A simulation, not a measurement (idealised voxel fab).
The document below concerns the process module designated voxel capacitor over wiring.
In the cross-section labelled cut, the width is 235 nm and each square cell is 5 nm.
The cross-sections in this document take the form of a grid made of square cells. They are written out as bands, in order from top to bottom. Each band consists of one or more rows of cells. Quick guide to a band line: top height, bottom height (nm) up front; then every material left to right with its width in nm. Only one material and it's marked "full width"? Then it fills the band edge to edge. And "blank" just means empty space. It should be noted that heights are counted from 0, beneath which the wafer as supplied is of one material throughout, and that the lowest band possesses no lower boundary but continues downward, as written in "0 and below". Graded width ("30->40"): value in top row of band = first number; value in bottom row = second number; row-to-row change constant. "changes: none", as given for a step, is the statement that not any cell of the cross-section underwent a change during that step. What "Completely sealed voids" gives you is every empty space of 8 cells or more that is cut off from the top. Each appears as width x height at distance, with the distance taken from the left edge and width, height and distance all in nm. If you see something after the settings on a step's line, that's the simulator's own remark about that step. The "overlay nm" setting may appear on a step's line; for a step that uses a mask, it gives how far to the right of its planned position the mask lay, and a negative value indicates the left.

-- Here's what the planned process steps look like
1 RECEIVE (material Si)
2 CONFORMAL_DEP (material SiO2; thk nm 10)
3 CONFORMAL_DEP (material SiCN; thk nm 5)
4 DIRECTIONAL_DEP (material SiO2; thk nm 15)
5 PATTERN (tone open; mask id METAL_1; material resist; width nm 30; pitch nm 100; thk nm 20; overlay nm 0)
6 DIRECTIONAL_ETCH (etch materials SiO2; depth nm 15)
7 DIRECTIONAL_ETCH (etch materials SiCN; depth nm 5)
8 STRIP (etch materials resist)
9 CONFORMAL_DEP (material TiN; thk nm 5)
10 FILL_DEP (material Cu; thk nm 5)
11 CMP (height nm 30)
12 CONFORMAL_DEP (material SiCN; thk nm 5)
13 DIRECTIONAL_DEP (material lowk; thk nm 15)
14 MASKED_ETCH (tone open; mask id PLUG_1; width nm 15; etch materials lowk; depth nm 15; overlay nm 0)
15 MASKED_ETCH (tone open; mask id PLUG_1; width nm 15; etch materials SiCN; depth nm 5; overlay nm 0)
16 EPI (material Ru; thk nm 10)
17 EPI (material Ru; thk nm 10)
18 DIRECTIONAL_DEP (material TiN; thk nm 5)
19 DIRECTIONAL_DEP (material Al2O3; thk nm 5)
20 DIRECTIONAL_DEP (material TiN; thk nm 5)
21 MASKED_ETCH (tone cover; mask id UPPER_PLATE; width nm 75; etch materials TiN; depth nm 5; overlay nm 0)
22 MASKED_ETCH (tone cover; mask id UPPER_PLATE; width nm 75; etch materials Al2O3; depth nm 5; overlay nm 0)
23 PATTERN (tone cover; mask id LOWER_PLATE; material resist; width nm 85; thk nm 15; overlay nm 0)
24 DIRECTIONAL_ETCH (etch materials TiN; depth nm 5)
25 STRIP (etch materials resist)
26 FILL_DEP (material SiO2; thk nm 15)
27 CMP (height nm 75)
28 DIRECTIONAL_DEP (material aC; thk nm 10)
29 PATTERN (tone open; mask id PLUG_2; material resist; width nm 15; thk nm 30; overlay nm 0)
30 DIRECTIONAL_ETCH (etch materials aC; depth nm 10)
31 STRIP (etch materials resist)
32 DIRECTIONAL_ETCH (etch materials SiO2; depth nm 10)
33 STRIP (etch materials aC)
34 CONFORMAL_DEP (material TiN; thk nm 5)
35 FILL_DEP (material Cu; thk nm 10)
36 CMP (height nm 75)
37 CONFORMAL_DEP (material SiCN; thk nm 5)

-- Wafer as received: cross-section following step 1
0 and below  Si full width
Completely sealed voids: none

-- Final cross-section, module run with one mistake (start and plan as above)
80 down to 75  SiCN full width
75 down to 70  SiO2: 75, TiN: 5, Cu: 5, TiN: 5, SiO2: 145
70 down to 60  SiO2: 75->65, TiN: 15->75, SiO2: 145->95
60 down to 55  SiO2: 65, Al2O3: 75, SiO2: 95
55 down to 50  SiO2: 60, TiN: 85, SiO2: 90
50 down to 35  lowk: 65, Ru: 15, lowk: 155
35 down to 30  SiCN: 65, Ru: 15, SiCN: 155
30 down to 25  Cu full width
25 down to 20  TiN: 55, Cu: 20, TiN: 80, Cu: 20, TiN: 60
20 down to 5  SiO2: 50, TiN: 5, Cu: 20, TiN: 5, SiO2: 70, TiN: 5, Cu: 20, TiN: 5, SiO2: 55
5 down to 0  SiCN: 50, TiN: 30, SiCN: 70, TiN: 30, SiCN: 55
0 and below  Si full width
Completely sealed voids: none
what went wrong: step 2 of the plan got skipped, so it never ran
